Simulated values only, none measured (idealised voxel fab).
The name of this process module is voxel self aligned vias.
FYI the section here is cut, 255 nm wide, cells are 5 nm squares.
Reading order for cross-sections: top band down to bottom band. Underlying form: a grid of square cells. Band size: one or more rows of cells. Quick guide to a band line: top height, bottom height (nm) up front; then every material left to right with its width in nm. Only one material and it's marked "edge to edge"? Then it fills the band edge to edge. And "blank" just means empty space. Height 0 is the level under which the wafer as received is all one material. The lowest band goes on downwards, as in "top 0, no bottom". A two-number width, for instance "30->40", indicates that the width is equal to the first number in the top row of the band and to the second number in the bottom row, and that it changes by a constant amount per row of cells. Where the words "stayed the same" appear for a step, the cross-section shows no cell changed by that step; every cell remained as before. Empty spaces without an open route to the top, at least 8 cells in extent, make up the entry "Closed void catalog"; each is given as width x height at distance, where the distance is measured from the left edge, and all are in nm. Note: text after step settings on the step line = simulator remark on that step. overlay nm: right-of-plan distance of the mask on a masked step; negative values mean left-of-plan.
[Here's what the planned process steps look like]
| 1 | RECEIVE (material Si) |
| 2 | CONFORMAL_DEP (material SiO2; thk nm 15) |
| 3 | CONFORMAL_DEP (material SiCN; thk nm 5) |
| 4 | DIRECTIONAL_DEP (material SiO2; thk nm 20) |
| 5 | PATTERN (tone open; mask id LINES; material resist; width nm 30; pitch nm 80; thk nm 20; overlay nm 0) |
| 6 | DIRECTIONAL_ETCH (etch materials SiO2; depth nm 20) |
| 7 | STRIP (etch materials resist) |
| 8 | CONFORMAL_DEP (material TiN; thk nm 5) |
| 9 | FILL_DEP (material W; thk nm 10) |
| 10 | CMP (height nm 40) |
| 11 | SELECTIVE_ETCH (etch materials W Ru TiN; depth nm 5) |
| 12 | FILL_DEP (material SiN; thk nm 10) |
| 13 | CMP (height nm 40) |
| 14 | DIRECTIONAL_DEP (material SiO2; thk nm 20) |
| 15 | DIRECTIONAL_DEP (material aC; thk nm 15) |
| 16 | PATTERN (tone open; mask id VIAS; material resist; width nm 50; thk nm 30; overlay nm 0) |
| 17 | DIRECTIONAL_ETCH (etch materials aC; depth nm 15) |
| 18 | STRIP (etch materials resist) |
| 19 | DIRECTIONAL_ETCH (etch materials SiO2; depth nm 20) |
| 20 | DIRECTIONAL_ETCH (etch materials SiN; depth nm 5) |
| 21 | STRIP (etch materials aC) |
| 22 | CONFORMAL_DEP (material TiN; thk nm 5) |
| 23 | FILL_DEP (material Cu; thk nm 5) |
| 24 | CMP (height nm 60) |
| 25 | CONFORMAL_DEP (material SiN; thk nm 5) |
[First of two wafers, with the run carried out as planned]
[Incoming wafer, cross-sectional view, post step 1]
- top 0, no bottom | Si edge to edge
- Closed void catalog: none
[Sectional view: wafer, after step 2]
- top 15, bottom 0 | SiO2 edge to edge
- Unchanged below 0.
[Sectional view: wafer, after step 3]
- top 20, bottom 15 | SiCN edge to edge
- Unchanged below 15.
[Sectional view: wafer, after step 4]
- top 40, bottom 20 | SiO2 edge to edge
- Unchanged below 20.
[Sectional view: wafer, after step 5]
- top 60, bottom 40 | resist: 70  blank: 30  resist: 50  blank: 30  resist: 75
- Unchanged below 40.
[Sectional view: wafer, after step 6]
- top 60, bottom 40 | resist: 70  blank: 30  resist: 50  blank: 30  resist: 75
- top 40, bottom 20 | SiO2: 70  blank: 30  SiO2: 50  blank: 30  SiO2: 75
- Unchanged below 20.
[Sectional view: wafer, after step 7]
- top 40, bottom 20 | SiO2: 70  blank: 30  SiO2: 50  blank: 30  SiO2: 75
- Unchanged below 20.
[Sectional view: wafer, after step 8]
- top 45, bottom 40 | TiN: 75  blank: 20  TiN: 60  blank: 20  TiN: 80
- top 40, bottom 25 | SiO2: 70  TiN: 5  blank: 20  TiN: 5  SiO2: 50  TiN: 5  blank: 20  TiN: 5  SiO2: 75
- top 25, bottom 20 | SiO2: 70  TiN: 30  SiO2: 50  TiN: 30  SiO2: 75
- Unchanged below 20.
[Sectional view: wafer, after step 9]
- top 55, bottom 45 | W edge to edge
- top 45, bottom 40 | TiN: 75  W: 20  TiN: 60  W: 20  TiN: 80
- top 40, bottom 25 | SiO2: 70  TiN: 5  W: 20  TiN: 5  SiO2: 50  TiN: 5  W: 20  TiN: 5  SiO2: 75
- Unchanged below 25.
[Sectional view: wafer, after step 10]
- top 40, bottom 25 | SiO2: 70  TiN: 5  W: 20  TiN: 5  SiO2: 50  TiN: 5  W: 20  TiN: 5  SiO2: 75
- Unchanged below 25.
[Sectional view: wafer, after step 11]
- top 40, bottom 35 | SiO2: 70  blank: 30  SiO2: 50  blank: 30  SiO2: 75
- Unchanged below 35.
[Sectional view: wafer, after step 12]
- top 50, bottom 40 | SiN edge to edge
- top 40, bottom 35 | SiO2: 70  SiN: 30  SiO2: 50  SiN: 30  SiO2: 75
- Unchanged below 35.
[Sectional view: wafer, after step 13]
- top 40, bottom 35 | SiO2: 70  SiN: 30  SiO2: 50  SiN: 30  SiO2: 75
- Unchanged below 35.
[Sectional view: wafer, after step 14]
- top 60, bottom 40 | SiO2 edge to edge
- Unchanged below 40.
[Sectional view: wafer, after step 15]
- top 75, bottom 60 | aC edge to edge
- Unchanged below 60.
[Sectional view: wafer, after step 16]
- top 105, bottom 75 | resist: 60  blank: 50  resist: 145
- Unchanged below 75.
[Sectional view: wafer, after step 17]
- top 90, bottom 75 | resist: 60  blank: 50  resist: 145
- top 75, bottom 60 | aC: 60  blank: 50  aC: 145
- Unchanged below 60.
[Sectional view: wafer, after step 18]
- top 75, bottom 60 | aC: 60  blank: 50  aC: 145
- Unchanged below 60.
[Sectional view: wafer, after step 19]
- top 75, bottom 60 | aC: 60  blank: 50  aC: 145
- top 60, bottom 40 | SiO2: 60  blank: 50  SiO2: 145
- Unchanged below 40.
[Sectional view: wafer, after step 20]
- top 75, bottom 60 | aC: 60  blank: 50  aC: 145
- top 60, bottom 40 | SiO2: 60  blank: 50  SiO2: 145
- top 40, bottom 35 | SiO2: 70  blank: 30  SiO2: 50  SiN: 30  SiO2: 75
- Unchanged below 35.
[Sectional view: wafer, after step 21]
- top 60, bottom 40 | SiO2: 60  blank: 50  SiO2: 145
- Unchanged below 40.
[Sectional view: wafer, after step 22]
- top 65, bottom 60 | TiN: 65  blank: 40  TiN: 150
- top 60, bottom 45 | SiO2: 60  TiN: 5  blank: 40  TiN: 5  SiO2: 145
- top 45, bottom 40 | SiO2: 60  TiN: 15  blank: 20  TiN: 15  SiO2: 145
- top 40, bottom 35 | SiO2: 70  TiN: 30  SiO2: 50  SiN: 30  SiO2: 75
- Unchanged below 35.
[Sectional view: wafer, after step 23]
- top 70, bottom 65 | Cu edge to edge
- top 65, bottom 60 | TiN: 65  Cu: 40  TiN: 150
- top 60, bottom 45 | SiO2: 60  TiN: 5  Cu: 40  TiN: 5  SiO2: 145
- top 45, bottom 40 | SiO2: 60  TiN: 15  Cu: 20  TiN: 15  SiO2: 145
- Unchanged below 40.
[Sectional view: wafer, after step 24]
- top 60, bottom 45 | SiO2: 60  TiN: 5  Cu: 40  TiN: 5  SiO2: 145
- Unchanged below 45.
[Sectional view: wafer, after step 25]
- top 65, bottom 60 | SiN edge to edge
- Unchanged below 60.
[Here the second wafer is described. Its start and its plan were those of the first wafer. Its run contained one mistake. Up to and including step 1, it did exactly what the first wafer did]
[Second wafer, section view, time point: scheduled end of step 2]
- top 30, bottom 0 | SiO2 edge to edge
- Unchanged below 0.
[Second wafer, section view, time point: scheduled end of step 3]
- top 35, bottom 30 | SiCN edge to edge
- Unchanged below 30.
[Second wafer, section view, time point: scheduled end of step 4]
- top 55, bottom 35 | SiO2 edge to edge
- Unchanged below 35.
[Second wafer, section view, time point: scheduled end of step 5]
- top 75, bottom 55 | resist: 70  blank: 30  resist: 50  blank: 30  resist: 75
- Unchanged below 55.
[Second wafer, section view, time point: scheduled end of step 6]
- top 75, bottom 55 | resist: 70  blank: 30  resist: 50  blank: 30  resist: 75
- top 55, bottom 35 | SiO2: 70  blank: 30  SiO2: 50  blank: 30  SiO2: 75
- Unchanged below 35.
[Second wafer, section view, time point: scheduled end of step 7]
- top 55, bottom 35 | SiO2: 70  blank: 30  SiO2: 50  blank: 30  SiO2: 75
- Unchanged below 35.
[Second wafer, section view, time point: scheduled end of step 8]
- top 60, bottom 55 | TiN: 75  blank: 20  TiN: 60  blank: 20  TiN: 80
- top 55, bottom 40 | SiO2: 70  TiN: 5  blank: 20  TiN: 5  SiO2: 50  TiN: 5  blank: 20  TiN: 5  SiO2: 75
- top 40, bottom 35 | SiO2: 70  TiN: 30  SiO2: 50  TiN: 30  SiO2: 75
- Unchanged below 35.
[Second wafer, section view, time point: scheduled end of step 9]
- top 70, bottom 60 | W edge to edge
- top 60, bottom 55 | TiN: 75  W: 20  TiN: 60  W: 20  TiN: 80
- top 55, bottom 40 | SiO2: 70  TiN: 5  W: 20  TiN: 5  SiO2: 50  TiN: 5  W: 20  TiN: 5  SiO2: 75
- Unchanged below 40.
[Second wafer, section view, time point: scheduled end of step 10]
- top 40, bottom 35 | SiO2: 70  TiN: 30  SiO2: 50  TiN: 30  SiO2: 75
- Unchanged below 35.
[Second wafer, section view, time point: scheduled end of step 11]
- top 40, bottom 35 | SiO2: 70  blank: 30  SiO2: 50  blank: 30  SiO2: 75
- Unchanged below 35.
[Second wafer, section view, time point: scheduled end of step 12]
- top 50, bottom 40 | SiN edge to edge
- top 40, bottom 35 | SiO2: 70  SiN: 30  SiO2: 50  SiN: 30  SiO2: 75
- Unchanged below 35.
[Second wafer, section view, time point: scheduled end of step 13]
- top 40, bottom 35 | SiO2: 70  SiN: 30  SiO2: 50  SiN: 30  SiO2: 75
- Unchanged below 35.
[Second wafer, section view, time point: scheduled end of step 14]
- top 60, bottom 40 | SiO2 edge to edge
- Unchanged below 40.
[Second wafer, section view, time point: scheduled end of step 15]
- top 75, bottom 60 | aC edge to edge
- Unchanged below 60.
[Second wafer, section view, time point: scheduled end of step 16]
- top 105, bottom 75 | resist: 60  blank: 50  resist: 145
- Unchanged below 75.
[Second wafer, section view, time point: scheduled end of step 17]
- top 90, bottom 75 | resist: 60  blank: 50  resist: 145
- top 75, bottom 60 | aC: 60  blank: 50  aC: 145
- Unchanged below 60.
[Second wafer, section view, time point: scheduled end of step 18]
- top 75, bottom 60 | aC: 60  blank: 50  aC: 145
- Unchanged below 60.
[Second wafer, section view, time point: scheduled end of step 19]
- top 75, bottom 60 | aC: 60  blank: 50  aC: 145
- top 60, bottom 40 | SiO2: 60  blank: 50  SiO2: 145
- Unchanged below 40.
[Second wafer, section view, time point: scheduled end of step 20]
- top 75, bottom 60 | aC: 60  blank: 50  aC: 145
- top 60, bottom 40 | SiO2: 60  blank: 50  SiO2: 145
- top 40, bottom 35 | SiO2: 70  blank: 30  SiO2: 50  SiN: 30  SiO2: 75
- Unchanged below 35.
[Second wafer, section view, time point: scheduled end of step 21]
- top 60, bottom 40 | SiO2: 60  blank: 50  SiO2: 145
- Unchanged below 40.
[Second wafer, section view, time point: scheduled end of step 22]
- top 65, bottom 60 | TiN: 65  blank: 40  TiN: 150
- top 60, bottom 45 | SiO2: 60  TiN: 5  blank: 40  TiN: 5  SiO2: 145
- top 45, bottom 40 | SiO2: 60  TiN: 15  blank: 20  TiN: 15  SiO2: 145
- top 40, bottom 35 | SiO2: 70  TiN: 30  SiO2: 50  SiN: 30  SiO2: 75
- Unchanged below 35.
[Second wafer, section view, time point: scheduled end of step 23]
- top 70, bottom 65 | Cu edge to edge
- top 65, bottom 60 | TiN: 65  Cu: 40  TiN: 150
- top 60, bottom 45 | SiO2: 60  TiN: 5  Cu: 40  TiN: 5  SiO2: 145
- top 45, bottom 40 | SiO2: 60  TiN: 15  Cu: 20  TiN: 15  SiO2: 145
- Unchanged below 40.
[Second wafer, section view, time point: scheduled end of step 24]
- top 60, bottom 45 | SiO2: 60  TiN: 5  Cu: 40  TiN: 5  SiO2: 145
- Unchanged below 45.
[Second wafer, section view, time point: scheduled end of step 25]
- top 65, bottom 60 | SiN edge to edge
- Unchanged below 60.
Nonconformance to the process plan: step 2 from the plan got run twice
Wafer comparison, final, in cells, second relative to first, materials more or fewer: 36 more of SiO2; 20 fewer of TiN; 16 fewer of W
